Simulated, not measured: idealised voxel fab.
This section sets out a process module, namely voxel self aligned contacts.
Pictured: cross-section cut, 235 nm wide, on a grid of 5 nm square cells.
This document writes a cross-section as a grid whose cells are square, and gives it as bands, listed from the top down; one or more rows of cells form a band.
Heads up on the band format: heights come first, top then bottom, in nm. After that it's the materials left to right, each with its width in nm. A single material flagged "all across" fills the whole band edge to edge, and "empty" means there's empty space there.
Height reference: 0 = level under which incoming wafer is all one material. Lowest band: no bottom, runs on downward, e.g. "top 0, no bottom".
The expression "30->40" gives the width at the extremes of the band, the first number at its top row of cells and the second at its bottom row, with the width changing by equal amounts from each row to the next in between.
It should be understood that the words "no alteration", when stated for a given step, signify that the cross-section underwent no change in any of its cells during that step.
What "Unvented cavities" gives you is every empty space of 8 cells or more that is cut off from the top. Each appears as width x height at distance, with the distance taken from the left edge and width, height and distance all in nm.
Step line, after settings: the simulator's comment on this step.
"overlay nm", when on a step's line for a step with a mask, measures how far to the right of its planned place the mask lay; a negative measure means to the left.
# plan
- 1: RECEIVE [material Si]
- 2: OXIDIZE [depth nm 5]
- 3: DIRECTIONAL_DEP [material polySi] [thk nm 30]
- 4: DIRECTIONAL_DEP [material SiN] [thk nm 20]
- 5: PATTERN [tone cover] [mask id GATE] [material resist] [width nm 30] [pitch nm 70] [thk nm 15] [overlay nm 0]
- 6: DIRECTIONAL_ETCH [etch materials SiN] [depth nm 20]
- 7: DIRECTIONAL_ETCH [etch materials polySi] [depth nm 30]
- 8: STRIP [etch materials resist]
- 9: CONFORMAL_DEP [material SiN] [thk nm 10]
- 10: DIRECTIONAL_ETCH [etch materials SiN] [depth nm 10]
- 11: FILL_DEP [material SiO2] [thk nm 20]
- 12: CMP [height nm 60]
- 13: DIRECTIONAL_DEP [material aC] [thk nm 15]
- 14: PATTERN [tone open] [mask id CONTACT] [material resist] [width nm 50] [pitch nm 70] [thk nm 30] [overlay nm 0]
- 15: DIRECTIONAL_ETCH [etch materials aC] [depth nm 15]
- 16: STRIP [etch materials resist]
- 17: DIRECTIONAL_ETCH [etch materials SiO2] [depth nm 65]
- 18: STRIP [etch materials aC]
- 19: CONFORMAL_DEP [material TiN] [thk nm 5]
- 20: FILL_DEP [material W] [thk nm 5]
- 21: CMP [height nm 60]
- 22: CONFORMAL_DEP [material SiCN] [thk nm 5]
# First of two wafers - as planned
# This is the cross-section of the wafer as we received it, i.e. after step 1
	top 0, no bottom | Si all across
	Unvented cavities: none
# Cross-section of the wafer after step 2
	top 0, bottom -5 | SiO2 all across
	Below -5 it's all the same as before, nothing changed down there.
# Cross-section of the wafer after step 3
	top 30, bottom 0 | polySi all across
	Below 0 it's all the same as before, nothing changed down there.
# Cross-section of the wafer after step 4
	top 50, bottom 30 | SiN all across
	Below 30 it's all the same as before, nothing changed down there.
# Cross-section of the wafer after step 5
	top 65, bottom 50 | empty (30) / resist (30) / empty (40) / resist (30) / empty (40) / resist (30) / empty (35)
	Below 50 it's all the same as before, nothing changed down there.
# Cross-section of the wafer after step 6
	top 65, bottom 50 | empty (30) / resist (30) / empty (40) / resist (30) / empty (40) / resist (30) / empty (35)
	top 50, bottom 30 | empty (30) / SiN (30) / empty (40) / SiN (30) / empty (40) / SiN (30) / empty (35)
	Below 30 it's all the same as before, nothing changed down there.
# Cross-section of the wafer after step 7
	top 65, bottom 50 | empty (30) / resist (30) / empty (40) / resist (30) / empty (40) / resist (30) / empty (35)
	top 50, bottom 30 | empty (30) / SiN (30) / empty (40) / SiN (30) / empty (40) / SiN (30) / empty (35)
	top 30, bottom 0 | empty (30) / polySi (30) / empty (40) / polySi (30) / empty (40) / polySi (30) / empty (35)
	Below 0 it's all the same as before, nothing changed down there.
# Cross-section of the wafer after step 8
	top 50, bottom 30 | empty (30) / SiN (30) / empty (40) / SiN (30) / empty (40) / SiN (30) / empty (35)
	Below 30 it's all the same as before, nothing changed down there.
# Cross-section of the wafer after step 9
	top 60, bottom 30 | empty (20) / SiN (50) / empty (20) / SiN (50) / empty (20) / SiN (50) / empty (25)
	top 30, bottom 10 | empty (20) / SiN (10) / polySi (30) / SiN (10) / empty (20) / SiN (10) / polySi (30) / SiN (10) / empty (20) / SiN (10) / polySi (30) / SiN (10) / empty (25)
	top 10, bottom 0 | SiN (30) / polySi (30) / SiN (40) / polySi (30) / SiN (40) / polySi (30) / SiN (35)
	Below 0 it's all the same as before, nothing changed down there.
# Cross-section of the wafer after step 10
	top 50, bottom 30 | empty (20) / SiN (50) / empty (20) / SiN (50) / empty (20) / SiN (50) / empty (25)
	top 30, bottom 0 | empty (20) / SiN (10) / polySi (30) / SiN (10) / empty (20) / SiN (10) / polySi (30) / SiN (10) / empty (20) / SiN (10) / polySi (30) / SiN (10) / empty (25)
	Below 0 it's all the same as before, nothing changed down there.
# Cross-section of the wafer after step 11
	top 70, bottom 50 | SiO2 all across
	top 50, bottom 30 | SiO2 (20) / SiN (50) / SiO2 (20) / SiN (50) / SiO2 (20) / SiN (50) / SiO2 (25)
	top 30, bottom 0 | SiO2 (20) / SiN (10) / polySi (30) / SiN (10) / SiO2 (20) / SiN (10) / polySi (30) / SiN (10) / SiO2 (20) / SiN (10) / polySi (30) / SiN (10) / SiO2 (25)
	Below 0 it's all the same as before, nothing changed down there.
# Cross-section of the wafer after step 12
	top 60, bottom 50 | SiO2 all across
	Below 50 it's all the same as before, nothing changed down there.
# Cross-section of the wafer after step 13
	top 75, bottom 60 | aC all across
	Below 60 it's all the same as before, nothing changed down there.
# Cross-section of the wafer after step 14
	top 105, bottom 75 | resist (55) / empty (50) / resist (20) / empty (50) / resist (60)
	Below 75 it's all the same as before, nothing changed down there.
# Cross-section of the wafer after step 15
	top 90, bottom 75 | resist (55) / empty (50) / resist (20) / empty (50) / resist (60)
	top 75, bottom 60 | aC (55) / empty (50) / aC (20) / empty (50) / aC (60)
	Below 60 it's all the same as before, nothing changed down there.
# Cross-section of the wafer after step 16
	top 75, bottom 60 | aC (55) / empty (50) / aC (20) / empty (50) / aC (60)
	Below 60 it's all the same as before, nothing changed down there.
# Cross-section of the wafer after step 17
	top 75, bottom 60 | aC (55) / empty (50) / aC (20) / empty (50) / aC (60)
	top 60, bottom 50 | SiO2 (55) / empty (50) / SiO2 (20) / empty (50) / SiO2 (60)
	top 50, bottom 30 | SiO2 (20) / SiN (50) / empty (20) / SiN (50) / empty (20) / SiN (50) / SiO2 (25)
	top 30, bottom 0 | SiO2 (20) / SiN (10) / polySi (30) / SiN (10) / empty (20) / SiN (10) / polySi (30) / SiN (10) / empty (20) / SiN (10) / polySi (30) / SiN (10) / SiO2 (25)
	top 0, bottom -5 | SiO2 (70) / empty (20) / SiO2 (50) / empty (20) / SiO2 (75)
	Below -5 it's all the same as before, nothing changed down there.
# Cross-section of the wafer after step 18
	top 60, bottom 50 | SiO2 (55) / empty (50) / SiO2 (20) / empty (50) / SiO2 (60)
	Below 50 it's all the same as before, nothing changed down there.
# Cross-section of the wafer after step 19
	top 65, bottom 60 | TiN (60) / empty (40) / TiN (30) / empty (40) / TiN (65)
	top 60, bottom 50 | SiO2 (55) / TiN (5->20) / empty (40->10) / TiN (5->20) / SiO2 (20) / TiN (5->20) / empty (40->10) / TiN (5->20) / SiO2 (60)
	top 50, bottom 30 | SiO2 (20) / SiN (50) / TiN (5) / empty (10) / TiN (5) / SiN (50) / TiN (5) / empty (10) / TiN (5) / SiN (50) / SiO2 (25)
	top 30, bottom 0 | SiO2 (20) / SiN (10) / polySi (30) / SiN (10) / TiN (5) / empty (10) / TiN (5) / SiN (10) / polySi (30) / SiN (10) / TiN (5) / empty (10) / TiN (5) / SiN (10) / polySi (30) / SiN (10) / SiO2 (25)
	top 0, bottom -5 | SiO2 (70) / TiN (20) / SiO2 (50) / TiN (20) / SiO2 (75)
	Below -5 it's all the same as before, nothing changed down there.
# Cross-section of the wafer after step 20
	top 70, bottom 65 | W all across
	top 65, bottom 60 | TiN (60) / W (40) / TiN (30) / W (40) / TiN (65)
	top 60, bottom 50 | SiO2 (55) / TiN (5->20) / W (40->10) / TiN (5->20) / SiO2 (20) / TiN (5->20) / W (40->10) / TiN (5->20) / SiO2 (60)
	top 50, bottom 30 | SiO2 (20) / SiN (50) / TiN (5) / W (10) / TiN (5) / SiN (50) / TiN (5) / W (10) / TiN (5) / SiN (50) / SiO2 (25)
	top 30, bottom 0 | SiO2 (20) / SiN (10) / polySi (30) / SiN (10) / TiN (5) / W (10) / TiN (5) / SiN (10) / polySi (30) / SiN (10) / TiN (5) / W (10) / TiN (5) / SiN (10) / polySi (30) / SiN (10) / SiO2 (25)
	Below 0 it's all the same as before, nothing changed down there.
# Cross-section of the wafer after step 21
	top 60, bottom 50 | SiO2 (55) / TiN (5->20) / W (40->10) / TiN (5->20) / SiO2 (20) / TiN (5->20) / W (40->10) / TiN (5->20) / SiO2 (60)
	Below 50 it's all the same as before, nothing changed down there.
# Cross-section of the wafer after step 22
	top 65, bottom 60 | SiCN all across
	Below 60 it's all the same as before, nothing changed down there.
# Wafer two. Same start, same plan, one slip in execution. Same as wafer one through step 1, inclusive
# Second wafer, cut view, end of step 2 per plan
	top 30, bottom 0 | polySi all across
	Below 0 it's all the same as before, nothing changed down there.
# Second wafer, cut view, end of step 3 per plan
	top 30, bottom 25 | SiO2 all across
	Below 25 it's all the same as before, nothing changed down there.
# Second wafer, cut view, end of step 4 per plan
	top 50, bottom 30 | SiN all across
	Below 30 it's all the same as before, nothing changed down there.
# Second wafer, cut view, end of step 5 per plan
	top 65, bottom 50 | empty (30) / resist (30) / empty (40) / resist (30) / empty (40) / resist (30) / empty (35)
	Below 50 it's all the same as before, nothing changed down there.
# Second wafer, cut view, end of step 6 per plan
	top 65, bottom 50 | empty (30) / resist (30) / empty (40) / resist (30) / empty (40) / resist (30) / empty (35)
	top 50, bottom 30 | empty (30) / SiN (30) / empty (40) / SiN (30) / empty (40) / SiN (30) / empty (35)
	Below 30 it's all the same as before, nothing changed down there.
Second wafer, cut view, end of step 7 per plan: no alteration
# Second wafer, cut view, end of step 8 per plan
	top 50, bottom 30 | empty (30) / SiN (30) / empty (40) / SiN (30) / empty (40) / SiN (30) / empty (35)
	Below 30 it's all the same as before, nothing changed down there.
# Second wafer, cut view, end of step 9 per plan
	top 60, bottom 40 | empty (20) / SiN (50) / empty (20) / SiN (50) / empty (20) / SiN (50) / empty (25)
	top 40, bottom 30 | SiN all across
	Below 30 it's all the same as before, nothing changed down there.
# Second wafer, cut view, end of step 10 per plan
	top 50, bottom 30 | empty (20) / SiN (50) / empty (20) / SiN (50) / empty (20) / SiN (50) / empty (25)
	Below 30 it's all the same as before, nothing changed down there.
# Second wafer, cut view, end of step 11 per plan
	top 70, bottom 50 | SiO2 all across
	top 50, bottom 30 | SiO2 (20) / SiN (50) / SiO2 (20) / SiN (50) / SiO2 (20) / SiN (50) / SiO2 (25)
	Below 30 it's all the same as before, nothing changed down there.
# Second wafer, cut view, end of step 12 per plan
	top 60, bottom 50 | SiO2 all across
	Below 50 it's all the same as before, nothing changed down there.
# Second wafer, cut view, end of step 13 per plan
	top 75, bottom 60 | aC all across
	Below 60 it's all the same as before, nothing changed down there.
# Second wafer, cut view, end of step 14 per plan
	top 105, bottom 75 | resist (55) / empty (50) / resist (20) / empty (50) / resist (60)
	Below 75 it's all the same as before, nothing changed down there.
# Second wafer, cut view, end of step 15 per plan
	top 90, bottom 75 | resist (55) / empty (50) / resist (20) / empty (50) / resist (60)
	top 75, bottom 60 | aC (55) / empty (50) / aC (20) / empty (50) / aC (60)
	Below 60 it's all the same as before, nothing changed down there.
# Second wafer, cut view, end of step 16 per plan
	top 75, bottom 60 | aC (55) / empty (50) / aC (20) / empty (50) / aC (60)
	Below 60 it's all the same as before, nothing changed down there.
# Second wafer, cut view, end of step 17 per plan
	top 75, bottom 60 | aC (55) / empty (50) / aC (20) / empty (50) / aC (60)
	top 60, bottom 50 | SiO2 (55) / empty (50) / SiO2 (20) / empty (50) / SiO2 (60)
	top 50, bottom 30 | SiO2 (20) / SiN (50) / empty (20) / SiN (50) / empty (20) / SiN (50) / SiO2 (25)
	top 30, bottom 25 | SiO2 (70) / empty (20) / SiO2 (50) / empty (20) / SiO2 (75)
	Below 25 it's all the same as before, nothing changed down there.
# Second wafer, cut view, end of step 18 per plan
	top 60, bottom 50 | SiO2 (55) / empty (50) / SiO2 (20) / empty (50) / SiO2 (60)
	Below 50 it's all the same as before, nothing changed down there.
# Second wafer, cut view, end of step 19 per plan
	top 65, bottom 60 | TiN (60) / empty (40) / TiN (30) / empty (40) / TiN (65)
	top 60, bottom 50 | SiO2 (55) / TiN (5->20) / empty (40->10) / TiN (5->20) / SiO2 (20) / TiN (5->20) / empty (40->10) / TiN (5->20) / SiO2 (60)
	top 50, bottom 30 | SiO2 (20) / SiN (50) / TiN (5) / empty (10) / TiN (5) / SiN (50) / TiN (5) / empty (10) / TiN (5) / SiN (50) / SiO2 (25)
	top 30, bottom 25 | SiO2 (70) / TiN (20) / SiO2 (50) / TiN (20) / SiO2 (75)
	Below 25 it's all the same as before, nothing changed down there.
# Second wafer, cut view, end of step 20 per plan
	top 70, bottom 65 | W all across
	top 65, bottom 60 | TiN (60) / W (40) / TiN (30) / W (40) / TiN (65)
	top 60, bottom 50 | SiO2 (55) / TiN (5->20) / W (40->10) / TiN (5->20) / SiO2 (20) / TiN (5->20) / W (40->10) / TiN (5->20) / SiO2 (60)
	top 50, bottom 30 | SiO2 (20) / SiN (50) / TiN (5) / W (10) / TiN (5) / SiN (50) / TiN (5) / W (10) / TiN (5) / SiN (50) / SiO2 (25)
	Below 30 it's all the same as before, nothing changed down there.
# Second wafer, cut view, end of step 21 per plan
	top 60, bottom 50 | SiO2 (55) / TiN (5->20) / W (40->10) / TiN (5->20) / SiO2 (20) / TiN (5->20) / W (40->10) / TiN (5->20) / SiO2 (60)
	Below 50 it's all the same as before, nothing changed down there.
# Second wafer, cut view, end of step 22 per plan
	top 65, bottom 60 | SiCN all across
	Below 60 it's all the same as before, nothing changed down there.
Error vs. plan: plan steps 2 and 3 run swapped
In the final state, the cell counts of the second wafer exceed or fall short of those of the first for the following materials: 47 more of Si; 72 fewer of SiN; 54 fewer of SiO2; 24 fewer of TiN; 24 fewer of W; 127 more of polySi
